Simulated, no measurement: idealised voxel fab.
Process module in this document: voxel released beams
270 nm wide, 5 nm square cells: that's cross-section cut.
Cross-section layout: square cells on a grid; listed as bands, top to bottom; a band spans one or more cell rows. It is stipulated that each band's entry specify, in nanometres, the height of the top of the band and then that of its bottom, followed by the materials of the band in left-to-right sequence, each together with its width in nanometres. A single material marked by the word "throughout" is understood to fill the band from edge to edge; the word "empty" is understood to denote empty space. All heights in this document are referenced to 0, defined as the level beneath which the wafer, as received, consists entirely of one material. The lowest band is not bounded below; it extends indefinitely downward and is written in the form "0 nm and below". It should be noted that a width expressed as "30 to 40" varies in equal increments from row to row of cells within the band, taking the value of the first number at the top row and that of the second number at the bottom row. The designation "remained the same", where it is given for a processing step, indicates that no cell of the cross-section was altered in the course of that step. So "Closed cavity list" is basically the list of trapped voids: any empty space of 8 cells or more that can't reach the top through an opening. They're written width x height at distance, the distance being from the left edge, and it's all nm. If you see something after the settings on a step's line, that's the simulator's own remark about that step. overlay nm: for a step with a mask, the amount by which the mask lay right of where it was planned; a negative amount means left of it.

-- Planned process steps
1. RECEIVE (material Si)
2. CONFORMAL_DEP (material Al2O3; thk nm 10)
3. DIRECTIONAL_DEP (material SiO2; thk nm 10)
4. PATTERN (tone open; mask id ANCHOR; material resist; width nm 40; thk nm 20; overlay nm 0)
5. DIRECTIONAL_ETCH (etch materials SiO2; depth nm 10)
6. STRIP (etch materials resist)
7. CONFORMAL_DEP (material SiN; thk nm 15)
8. DIRECTIONAL_DEP (material aC; thk nm 15)
9. PATTERN (tone cover; mask id BEAM; material resist; width nm 110; thk nm 35; overlay nm 0)
10. DIRECTIONAL_ETCH (etch materials aC; depth nm 15)
11. STRIP (etch materials resist)
12. DIRECTIONAL_ETCH (etch materials SiN; depth nm 15)
13. STRIP (etch materials aC)
14. STRIP (etch materials SiO2)

-- Cross-section of the wafer at receipt, which is the condition after step 1
    0 nm and below  Si throughout
    Closed cavity list: none

-- The following cross-section depicts the wafer upon conclusion of the module. Processing commenced from the starting condition illustrated above and adhered to the plan illustrated above, save for one mistake in execution
    20 nm to 10 nm  80 nm SiO2 / 40 nm empty / 150 nm SiO2
    10 nm to 0 nm  Al2O3 throughout
    0 nm and below  Si throughout
    Closed cavity list: none
Misprocessing identified: rather than as planned, step 14 actually ran as STRIP (etch materials SiN)
